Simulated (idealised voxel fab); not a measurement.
Process module heading - voxel wiring stack
It is cross-section cut that appears here, measuring 205 nm in width, its square cells being 5 nm in size.
Cross-section = grid of square cells, listed top down in bands; band = one or more rows. Top, bottom (nm), then materials left to right with widths (nm); lone material tagged "all across" fills the whole band edge to edge; "blank" = empty space. Height is counted from the level 0, under which the received wafer is composed throughout of one material. The lowest of the bands is not closed at the bottom but continues downward, in the notation "0..down". Graded width ("30->40"): value in top row of band = first number; value in bottom row = second number; row-to-row change constant. "left unchanged" -> step changed no cross-section cell. Enclosed voids (no open way to top), threshold 8 cells or more, entry "Fully sealed voids", notation width x height at distance, distance from left edge, nm. Note: text after step settings on the step line = simulator remark on that step. "overlay nm" on a masked step: distance the mask lay right of its planned place, negative for left.
-- Listed below are the process steps as planned
1: RECEIVE [material Si]
2: CONFORMAL_DEP [material SiO2] [thk nm 10]
3: DIRECTIONAL_DEP [material TiN] [thk nm 5]
4: DIRECTIONAL_DEP [material Ru] [thk nm 25]
5: PATTERN [tone cover] [mask id METAL_1] [material resist] [width nm 30] [pitch nm 50] [thk nm 20] [overlay nm 0]
6: DIRECTIONAL_ETCH [etch materials Ru] [depth nm 25]
7: DIRECTIONAL_ETCH [etch materials TiN] [depth nm 5]
8: STRIP [etch materials resist]
9: FILL_DEP [material SiO2] [thk nm 10]
10: CMP [height nm 40]
11: CONFORMAL_DEP [material SiCN] [thk nm 5]
12: DIRECTIONAL_DEP [material SiO2] [thk nm 15]
13: MASKED_ETCH [tone open] [mask id PLUG_1] [width nm 15] [pitch nm 50] [etch materials SiO2] [depth nm 15] [overlay nm 0]
14: MASKED_ETCH [tone open] [mask id PLUG_1] [width nm 15] [pitch nm 50] [etch materials SiCN] [depth nm 5] [overlay nm 0]
15: CONFORMAL_DEP [material TiN] [thk nm 5]
16: FILL_DEP [material Cu] [thk nm 5]
17: CMP [height nm 60]
18: CONFORMAL_DEP [material SiN] [thk nm 5]
19: DIRECTIONAL_DEP [material SiO2] [thk nm 25]
20: DIRECTIONAL_DEP [material aC] [thk nm 10]
21: PATTERN [tone open] [mask id METAL_2] [material resist] [width nm 30] [pitch nm 50] [thk nm 25] [overlay nm 0]
22: DIRECTIONAL_ETCH [etch materials aC] [depth nm 10]
23: STRIP [etch materials resist]
24: DIRECTIONAL_ETCH [etch materials SiO2] [depth nm 25]
25: DIRECTIONAL_ETCH [etch materials SiN] [depth nm 5]
26: STRIP [etch materials aC]
27: CONFORMAL_DEP [material TiN] [thk nm 5]
28: FILL_DEP [material Cu] [thk nm 5]
29: CMP [height nm 90]
30: CONFORMAL_DEP [material SiCN] [thk nm 5]
-- The first of a set of two wafers, run to plan
-- Incoming wafer, cross-sectional view, post step 1
  0..down  Si all across
  Fully sealed voids: none
-- Wafer after step 2 (cross-section)
  10..0  SiO2 all across
  Under the height 0 nothing was changed.
-- Wafer after step 3 (cross-section)
  15..10  TiN all across
  Under the height 10 nothing was changed.
-- Wafer after step 4 (cross-section)
  40..15  Ru all across
  Under the height 15 nothing was changed.
-- Wafer after step 5 (cross-section)
  60..40  35 nm blank, 30 nm resist, 20 nm blank, 30 nm resist, 20 nm blank, 30 nm resist, 40 nm blank
  Under the height 40 nothing was changed.
-- Wafer after step 6 (cross-section)
  60..40  35 nm blank, 30 nm resist, 20 nm blank, 30 nm resist, 20 nm blank, 30 nm resist, 40 nm blank
  40..15  35 nm blank, 30 nm Ru, 20 nm blank, 30 nm Ru, 20 nm blank, 30 nm Ru, 40 nm blank
  Under the height 15 nothing was changed.
-- Wafer after step 7 (cross-section)
  60..40  35 nm blank, 30 nm resist, 20 nm blank, 30 nm resist, 20 nm blank, 30 nm resist, 40 nm blank
  40..15  35 nm blank, 30 nm Ru, 20 nm blank, 30 nm Ru, 20 nm blank, 30 nm Ru, 40 nm blank
  15..10  35 nm blank, 30 nm TiN, 20 nm blank, 30 nm TiN, 20 nm blank, 30 nm TiN, 40 nm blank
  Under the height 10 nothing was changed.
-- Wafer after step 8 (cross-section)
  40..15  35 nm blank, 30 nm Ru, 20 nm blank, 30 nm Ru, 20 nm blank, 30 nm Ru, 40 nm blank
  Under the height 15 nothing was changed.
-- Wafer after step 9 (cross-section)
  50..40  SiO2 all across
  40..15  35 nm SiO2, 30 nm Ru, 20 nm SiO2, 30 nm Ru, 20 nm SiO2, 30 nm Ru, 40 nm SiO2
  15..10  35 nm SiO2, 30 nm TiN, 20 nm SiO2, 30 nm TiN, 20 nm SiO2, 30 nm TiN, 40 nm SiO2
  Under the height 10 nothing was changed.
-- Wafer after step 10 (cross-section)
  40..15  35 nm SiO2, 30 nm Ru, 20 nm SiO2, 30 nm Ru, 20 nm SiO2, 30 nm Ru, 40 nm SiO2
  Under the height 15 nothing was changed.
-- Wafer after step 11 (cross-section)
  45..40  SiCN all across
  Under the height 40 nothing was changed.
-- Wafer after step 12 (cross-section)
  60..45  SiO2 all across
  Under the height 45 nothing was changed.
-- Wafer after step 13 (cross-section)
  60..45  35 nm SiO2, 15 nm blank, 35 nm SiO2, 15 nm blank, 35 nm SiO2, 15 nm blank, 55 nm SiO2
  Under the height 45 nothing was changed.
-- Wafer after step 14 (cross-section)
  60..45  35 nm SiO2, 15 nm blank, 35 nm SiO2, 15 nm blank, 35 nm SiO2, 15 nm blank, 55 nm SiO2
  45..40  35 nm SiCN, 15 nm blank, 35 nm SiCN, 15 nm blank, 35 nm SiCN, 15 nm blank, 55 nm SiCN
  Under the height 40 nothing was changed.
-- Wafer after step 15 (cross-section)
  65..60  40 nm TiN, 5 nm blank, 45 nm TiN, 5 nm blank, 45 nm TiN, 5 nm blank, 60 nm TiN
  60..45  35 nm SiO2, 5 nm TiN, 5 nm blank, 5 nm TiN, 35 nm SiO2, 5 nm TiN, 5 nm blank, 5 nm TiN, 35 nm SiO2, 5 nm TiN, 5 nm blank, 5 nm TiN, 55 nm SiO2
  45..40  35 nm SiCN, 15 nm TiN, 35 nm SiCN, 15 nm TiN, 35 nm SiCN, 15 nm TiN, 55 nm SiCN
  Under the height 40 nothing was changed.
-- Wafer after step 16 (cross-section)
  70..65  Cu all across
  65..60  40 nm TiN, 5 nm Cu, 45 nm TiN, 5 nm Cu, 45 nm TiN, 5 nm Cu, 60 nm TiN
  60..45  35 nm SiO2, 5 nm TiN, 5 nm Cu, 5 nm TiN, 35 nm SiO2, 5 nm TiN, 5 nm Cu, 5 nm TiN, 35 nm SiO2, 5 nm TiN, 5 nm Cu, 5 nm TiN, 55 nm SiO2
  Under the height 45 nothing was changed.
-- Wafer after step 17 (cross-section)
  60..45  35 nm SiO2, 5 nm TiN, 5 nm Cu, 5 nm TiN, 35 nm SiO2, 5 nm TiN, 5 nm Cu, 5 nm TiN, 35 nm SiO2, 5 nm TiN, 5 nm Cu, 5 nm TiN, 55 nm SiO2
  Under the height 45 nothing was changed.
-- Wafer after step 18 (cross-section)
  65..60  SiN all across
  Under the height 60 nothing was changed.
-- Wafer after step 19 (cross-section)
  90..65  SiO2 all across
  Under the height 65 nothing was changed.
-- Wafer after step 20 (cross-section)
  100..90  aC all across
  Under the height 90 nothing was changed.
-- Wafer after step 21 (cross-section)
  125..100  35 nm resist, 30 nm blank, 20 nm resist, 30 nm blank, 20 nm resist, 30 nm blank, 40 nm resist
  Under the height 100 nothing was changed.
-- Wafer after step 22 (cross-section)
  115..100  35 nm resist, 30 nm blank, 20 nm resist, 30 nm blank, 20 nm resist, 30 nm blank, 40 nm resist
  100..90  35 nm aC, 30 nm blank, 20 nm aC, 30 nm blank, 20 nm aC, 30 nm blank, 40 nm aC
  Under the height 90 nothing was changed.
-- Wafer after step 23 (cross-section)
  100..90  35 nm aC, 30 nm blank, 20 nm aC, 30 nm blank, 20 nm aC, 30 nm blank, 40 nm aC
  Under the height 90 nothing was changed.
-- Wafer after step 24 (cross-section)
  100..90  35 nm aC, 30 nm blank, 20 nm aC, 30 nm blank, 20 nm aC, 30 nm blank, 40 nm aC
  90..65  35 nm SiO2, 30 nm blank, 20 nm SiO2, 30 nm blank, 20 nm SiO2, 30 nm blank, 40 nm SiO2
  Under the height 65 nothing was changed.
-- Wafer after step 25 (cross-section)
  100..90  35 nm aC, 30 nm blank, 20 nm aC, 30 nm blank, 20 nm aC, 30 nm blank, 40 nm aC
  90..65  35 nm SiO2, 30 nm blank, 20 nm SiO2, 30 nm blank, 20 nm SiO2, 30 nm blank, 40 nm SiO2
  65..60  35 nm SiN, 30 nm blank, 20 nm SiN, 30 nm blank, 20 nm SiN, 30 nm blank, 40 nm SiN
  Under the height 60 nothing was changed.
-- Wafer after step 26 (cross-section)
  90..65  35 nm SiO2, 30 nm blank, 20 nm SiO2, 30 nm blank, 20 nm SiO2, 30 nm blank, 40 nm SiO2
  Under the height 65 nothing was changed.
-- Wafer after step 27 (cross-section)
  95..90  40 nm TiN, 20 nm blank, 30 nm TiN, 20 nm blank, 30 nm TiN, 20 nm blank, 45 nm TiN
  90..65  35 nm SiO2, 5 nm TiN, 20 nm blank, 5 nm TiN, 20 nm SiO2, 5 nm TiN, 20 nm blank, 5 nm TiN, 20 nm SiO2, 5 nm TiN, 20 nm blank, 5 nm TiN, 40 nm SiO2
  65..60  35 nm SiN, 30 nm TiN, 20 nm SiN, 30 nm TiN, 20 nm SiN, 30 nm TiN, 40 nm SiN
  Under the height 60 nothing was changed.
-- Wafer after step 28 (cross-section)
  100..95  Cu all across
  95..90  40 nm TiN, 20 nm Cu, 30 nm TiN, 20 nm Cu, 30 nm TiN, 20 nm Cu, 45 nm TiN
  90..65  35 nm SiO2, 5 nm TiN, 20 nm Cu, 5 nm TiN, 20 nm SiO2, 5 nm TiN, 20 nm Cu, 5 nm TiN, 20 nm SiO2, 5 nm TiN, 20 nm Cu, 5 nm TiN, 40 nm SiO2
  Under the height 65 nothing was changed.
-- Wafer after step 29 (cross-section)
  90..65  35 nm SiO2, 5 nm TiN, 20 nm Cu, 5 nm TiN, 20 nm SiO2, 5 nm TiN, 20 nm Cu, 5 nm TiN, 20 nm SiO2, 5 nm TiN, 20 nm Cu, 5 nm TiN, 40 nm SiO2
  Under the height 65 nothing was changed.
-- Wafer after step 30 (cross-section)
  95..90  SiCN all across
  Under the height 90 nothing was changed.
-- Second Wafer (Identical Start and Plan, One Processing Error; Matches First Wafer Through Step 20)
-- Cross-sectional representation of the second wafer at the time designated in the plan for the completion of step 21
  125..100  35 nm resist, 35 nm blank, 15 nm resist, 35 nm blank, 15 nm resist, 35 nm blank, 35 nm resist
  Under the height 100 nothing was changed.
-- Cross-sectional representation of the second wafer at the time designated in the plan for the completion of step 22
  115..100  35 nm resist, 35 nm blank, 15 nm resist, 35 nm blank, 15 nm resist, 35 nm blank, 35 nm resist
  100..90  35 nm aC, 35 nm blank, 15 nm aC, 35 nm blank, 15 nm aC, 35 nm blank, 35 nm aC
  Under the height 90 nothing was changed.
-- Cross-sectional representation of the second wafer at the time designated in the plan for the completion of step 23
  100..90  35 nm aC, 35 nm blank, 15 nm aC, 35 nm blank, 15 nm aC, 35 nm blank, 35 nm aC
  Under the height 90 nothing was changed.
-- Cross-sectional representation of the second wafer at the time designated in the plan for the completion of step 24
  100..90  35 nm aC, 35 nm blank, 15 nm aC, 35 nm blank, 15 nm aC, 35 nm blank, 35 nm aC
  90..65  35 nm SiO2, 35 nm blank, 15 nm SiO2, 35 nm blank, 15 nm SiO2, 35 nm blank, 35 nm SiO2
  Under the height 65 nothing was changed.
-- Cross-sectional representation of the second wafer at the time designated in the plan for the completion of step 25
  100..90  35 nm aC, 35 nm blank, 15 nm aC, 35 nm blank, 15 nm aC, 35 nm blank, 35 nm aC
  90..65  35 nm SiO2, 35 nm blank, 15 nm SiO2, 35 nm blank, 15 nm SiO2, 35 nm blank, 35 nm SiO2
  65..60  35 nm SiN, 35 nm blank, 15 nm SiN, 35 nm blank, 15 nm SiN, 35 nm blank, 35 nm SiN
  Under the height 60 nothing was changed.
-- Cross-sectional representation of the second wafer at the time designated in the plan for the completion of step 26
  90..65  35 nm SiO2, 35 nm blank, 15 nm SiO2, 35 nm blank, 15 nm SiO2, 35 nm blank, 35 nm SiO2
  Under the height 65 nothing was changed.
-- Cross-sectional representation of the second wafer at the time designated in the plan for the completion of step 27
  95..90  40 nm TiN, 25 nm blank, 25 nm TiN, 25 nm blank, 25 nm TiN, 25 nm blank, 40 nm TiN
  90..65  35 nm SiO2, 5 nm TiN, 25 nm blank, 5 nm TiN, 15 nm SiO2, 5 nm TiN, 25 nm blank, 5 nm TiN, 15 nm SiO2, 5 nm TiN, 25 nm blank, 5 nm TiN, 35 nm SiO2
  65..60  35 nm SiN, 35 nm TiN, 15 nm SiN, 35 nm TiN, 15 nm SiN, 35 nm TiN, 35 nm SiN
  Under the height 60 nothing was changed.
-- Cross-sectional representation of the second wafer at the time designated in the plan for the completion of step 28
  100..95  Cu all across
  95..90  40 nm TiN, 25 nm Cu, 25 nm TiN, 25 nm Cu, 25 nm TiN, 25 nm Cu, 40 nm TiN
  90..65  35 nm SiO2, 5 nm TiN, 25 nm Cu, 5 nm TiN, 15 nm SiO2, 5 nm TiN, 25 nm Cu, 5 nm TiN, 15 nm SiO2, 5 nm TiN, 25 nm Cu, 5 nm TiN, 35 nm SiO2
  Under the height 65 nothing was changed.
-- Cross-sectional representation of the second wafer at the time designated in the plan for the completion of step 29
  90..65  35 nm SiO2, 5 nm TiN, 25 nm Cu, 5 nm TiN, 15 nm SiO2, 5 nm TiN, 25 nm Cu, 5 nm TiN, 15 nm SiO2, 5 nm TiN, 25 nm Cu, 5 nm TiN, 35 nm SiO2
  Under the height 65 nothing was changed.
-- Cross-sectional representation of the second wafer at the time designated in the plan for the completion of step 30
  95..90  SiCN all across
  Under the height 90 nothing was changed.
It is concluded that the wafer was processed incorrectly with respect to the plan, in that note that step 21 departed from the planned setting and was carried out as PATTERN [tone open] [mask id METAL_2] [material resist] [width nm 35] [pitch nm 50] [thk nm 25] [overlay nm 0]
The final cell counts differ between the wafers, with the second having more or fewer of some materials than the first: +15 Cu; -3 SiN; -15 SiO2; +3 TiN
